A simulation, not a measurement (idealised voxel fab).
process module | voxel gate over fins
cross-section cut | 190 nm wide | cells 5 nm
A cross-section is a grid of square cells, given in bands from the top down. A band is one or more rows of cells.
Each band's line starts with the height of the band's top and of its bottom, in nm. Then come its materials from left to right, each with its width in nm. One material with "throughout" fills the band from edge to edge. "air" is empty space.
Height 0 is the level under which the wafer as received is all one material. The lowest band goes on downwards, as in "0 down".
A width such as "30 to 40" changes by the same amount from each row of cells to the next, from the band's top row to its bottom row.
"no change" after a step means that no cell of the cross-section changed.
closed voids: empty space of 8 cells or more with no open way to the top, each as width x height at its distance from the left edge, in nm
after a step's settings: what the simulator itself notes on the step
overlay nm, on a step with a mask: how far to the right of its planned place the mask lay; to the left if negative
plan
1 op RECEIVE | material Si
2 op CONFORMAL_DEP | material SiN | thk nm 10
3 op DIRECTIONAL_DEP | material aC | thk nm 15
4 op PATTERN | tone cover | mask id FINS | material resist | width nm 15 | pitch nm 40 | thk nm 30 | overlay nm 0
5 op DIRECTIONAL_ETCH | etch materials aC | depth nm 15
6 op STRIP | etch materials resist
7 op DIRECTIONAL_ETCH | etch materials SiN | depth nm 10
8 op DIRECTIONAL_ETCH | etch materials Si | depth nm 30
9 op STRIP | etch materials aC
10 op FILL_DEP | material SiO2 | thk nm 10
11 op CMP | height nm 10
12 op SELECTIVE_ETCH | etch materials SiO2 | depth nm 25
13 op STRIP | etch materials SiN
14 op CONFORMAL_DEP | material HfO2 | thk nm 5
15 op CONFORMAL_DEP | material TiN | thk nm 5
16 op CONFORMAL_DEP | material TiAl | thk nm 5
17 op CONFORMAL_DEP | material TiN | thk nm 5
18 op FILL_DEP | material W | thk nm 10
19 op CMP | height nm 25
20 op CONFORMAL_DEP | material SiCN | thk nm 5
as received, after step 1
  0 down: Si throughout
  closed voids: none
first wafer at the end, as planned
  30 to 25: SiCN throughout
  25 to 20: W throughout
  20 to 15: W 25 | TiN 135 | W 30
  15 to 10: W 25 | TiN 5 | TiAl 125 | TiN 5 | W 30
  10 to 5: W 25 | TiN 5 | TiAl 5 | TiN 35 | TiAl 5 | TiN 35 | TiAl 5 | TiN 35 | TiAl 5 | TiN 5 | W 30
  5 to 0: TiN 30 | TiAl 5 | TiN 5 | HfO2 25 | TiN 5 | TiAl 5 | TiN 5 | HfO2 25 | TiN 5 | TiAl 5 | TiN 5 | HfO2 25 | TiN 5 | TiAl 5 | TiN 35
  0 to -5: TiAl 35 | TiN 5 | HfO2 5 | Si 15 | HfO2 5 | TiN 5 | TiAl 5 | TiN 5 | HfO2 5 | Si 15 | HfO2 5 | TiN 5 | TiAl 5 | TiN 5 | HfO2 5 | Si 15 | HfO2 5 | TiN 5 | TiAl 40
  -5 to -10: TiN 40 | HfO2 5 | Si 15 | HfO2 5 | TiN 15 | HfO2 5 | Si 15 | HfO2 5 | TiN 15 | HfO2 5 | Si 15 | HfO2 5 | TiN 45
  -10 to -15: HfO2 45 | Si 15 | HfO2 25 | Si 15 | HfO2 25 | Si 15 | HfO2 50
  -15 to -30: SiO2 45 | Si 15 | SiO2 25 | Si 15 | SiO2 25 | Si 15 | SiO2 50
  -30 down: Si throughout
  closed voids: none
second wafer at the end: like start, like plan, one mistake
  30 to 25: SiCN throughout
  25 to 20: W throughout
  20 to 15: TiN throughout
  15 to 10: TiAl throughout
  10 to 5: TiN throughout
  5 to 0: HfO2 50 | TiN 5 | HfO2 35 | TiN 5 | HfO2 35 | TiN 5 | HfO2 55
  0 to -10: Si 45 | HfO2 5 | TiN 5 | HfO2 5 | Si 25 | HfO2 5 | TiN 5 | HfO2 5 | Si 25 | HfO2 5 | TiN 5 | HfO2 5 | Si 50
  -10 to -15: Si 45 | HfO2 15 | Si 25 | HfO2 15 | Si 25 | HfO2 15 | Si 50
  -15 to -30: Si 45 | SiO2 15 | Si 25 | SiO2 15 | Si 25 | SiO2 15 | Si 50
  -30 down: Si throughout
  closed voids: none
what went wrong: step 4 ran as: op PATTERN | tone open | mask id FINS | material resist | width nm 15 | pitch nm 40 | thk nm 30 | overlay nm 0
at the end the second wafer has, in cells: 120 more of Si | 60 fewer of SiO2 | 12 fewer of TiAl | 15 fewer of TiN | 33 fewer of W
